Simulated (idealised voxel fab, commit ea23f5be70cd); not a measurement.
process module | voxel capacitor over wiring
cross-section cut | 265 nm wide | cells 5 nm
A cross-section is a grid of square cells, given in bands from the top down. A band is one or more rows of cells.
Each band's line starts with the height of the band's top and of its bottom, in nm. Then come its materials from left to right, each with its width in nm. One material with "throughout" fills the band from edge to edge. "air" is empty space.
Height 0 is the level under which the wafer as received is all one material. The lowest band goes on downwards, as in "0 down".
A width such as "30 to 40" changes by the same amount from each row of cells to the next, from the band's top row to its bottom row.
"no change" after a step means that no cell of the cross-section changed.
closed voids: empty space of 8 cells or more with no open way to the top, each as width x height at its distance from the left edge, in nm
after a step's settings: what the simulator itself notes on the step
overlay nm, on a step with a mask: how far to the right of its planned place the mask lay; to the left if negative
plan
1 op RECEIVE | material Si
2 op CONFORMAL_DEP | material SiO2 | thk nm 15
3 op DIRECTIONAL_DEP | material TiN | thk nm 5
4 op DIRECTIONAL_DEP | material W | thk nm 15
5 op DIRECTIONAL_DEP | material aC | thk nm 10
6 op PATTERN | tone cover | mask id METAL_1 | material resist | width nm 25 | pitch nm 90 | thk nm 25 | overlay nm 0
7 op DIRECTIONAL_ETCH | etch materials aC | depth nm 10
8 op STRIP | etch materials resist
9 op DIRECTIONAL_ETCH | etch materials W | depth nm 15
10 op DIRECTIONAL_ETCH | etch materials TiN | depth nm 5
11 op STRIP | etch materials aC
12 op CONFORMAL_DEP | material SiN | thk nm 5
13 op FILL_DEP | material SiO2 | thk nm 5
14 op CMP | height nm 35
15 op CONFORMAL_DEP | material SiCN | thk nm 5
16 op DIRECTIONAL_DEP | material lowk | thk nm 10
17 op MASKED_ETCH | tone open | mask id PLUG_1 | width nm 15 | etch materials lowk | depth nm 10 | overlay nm 0
18 op MASKED_ETCH | tone open | mask id PLUG_1 | width nm 15 | etch materials SiCN | depth nm 5 | overlay nm 0
19 op CONFORMAL_DEP | material TiN | thk nm 5
20 op FILL_DEP | material Cu | thk nm 5
21 op CMP | height nm 50
22 op DIRECTIONAL_DEP | material TiN | thk nm 10
23 op DIRECTIONAL_DEP | material SiN | thk nm 5
24 op DIRECTIONAL_DEP | material TiN | thk nm 10
25 op MASKED_ETCH | tone cover | mask id UPPER_PLATE | width nm 70 | etch materials TiN | depth nm 10 | overlay nm 0
26 op MASKED_ETCH | tone cover | mask id UPPER_PLATE | width nm 70 | etch materials SiN | depth nm 5 | overlay nm 0
27 op DIRECTIONAL_DEP | material aC | thk nm 10
28 op PATTERN | tone cover | mask id LOWER_PLATE | material resist | width nm 80 | thk nm 30 | overlay nm 0
29 op DIRECTIONAL_ETCH | etch materials aC | depth nm 10
30 op STRIP | etch materials resist
31 op DIRECTIONAL_ETCH | etch materials TiN | depth nm 10
32 op STRIP | etch materials aC
33 op FILL_DEP | material SiO2 | thk nm 15
34 op CMP | height nm 85
35 op PATTERN | tone open | mask id PLUG_2 | material resist | width nm 15 | thk nm 15 | overlay nm 0
36 op DIRECTIONAL_ETCH | etch materials SiO2 | depth nm 10
37 op STRIP | etch materials resist
38 op CONFORMAL_DEP | material TiN | thk nm 5
39 op FILL_DEP | material W | thk nm 5
40 op CMP | height nm 85
41 op CONFORMAL_DEP | material SiCN | thk nm 5
as received, after step 1
  0 down: Si throughout
  closed voids: none
first wafer at the end, as planned
  90 to 85: SiCN throughout
  85 to 80: SiO2 95 | TiN 5 | W 5 | TiN 5 | SiO2 155
  80 to 75: SiO2 95 | TiN 15 | SiO2 155
  75 to 65: SiO2 85 | TiN 70 | SiO2 110
  65 to 60: SiO2 85 | SiN 70 | SiO2 110
  60 to 50: SiO2 80 | TiN 80 | SiO2 105
  50 to 40: lowk 85 | TiN 5 | Cu 5 | TiN 5 | lowk 165
  40 to 35: SiCN 85 | TiN 15 | SiCN 165
  35 to 20: SiO2 70 | SiN 5 | W 25 | SiN 5 | SiO2 55 | SiN 5 | W 25 | SiN 5 | SiO2 70
  20 to 15: SiN 75 | TiN 25 | SiN 65 | TiN 25 | SiN 75
  15 to 0: SiO2 throughout
  0 down: Si throughout
  closed voids: none
second wafer at the end: like start, like plan, one mistake
  90 to 85: SiCN throughout
  85 to 80: SiO2 95 | TiN 5 | W 5 | TiN 5 | SiO2 155
  80 to 75: SiO2 95 | TiN 15 | SiO2 155
  75 to 65: SiO2 85 | TiN 70 | SiO2 110
  65 to 60: SiO2 85 | SiN 70 | SiO2 110
  60 to 50: SiO2 80 | TiN 80 | SiO2 105
  50 to 45: lowk 85 | TiN 5 | Cu 5 | TiN 5 | lowk 165
  45 to 40: lowk 85 | TiN 15 | lowk 165
  40 to 35: SiCN 95 | TiN 5 | SiCN 165
  35 to 20: SiO2 70 | SiN 5 | W 25 | SiN 5 | SiO2 55 | SiN 5 | W 25 | SiN 5 | SiO2 70
  20 to 15: SiN 75 | TiN 25 | SiN 65 | TiN 25 | SiN 75
  15 to 0: SiO2 throughout
  0 down: Si throughout
  closed voids: none
what went wrong: step 18 ran as: op MASKED_ETCH | tone open | mask id PLUG_1 | width nm 15 | etch materials SiCN | depth nm 5 | overlay nm 10
at the end the second wafer has, in cells: 1 fewer of Cu | 2 more of SiCN | 1 fewer of TiN
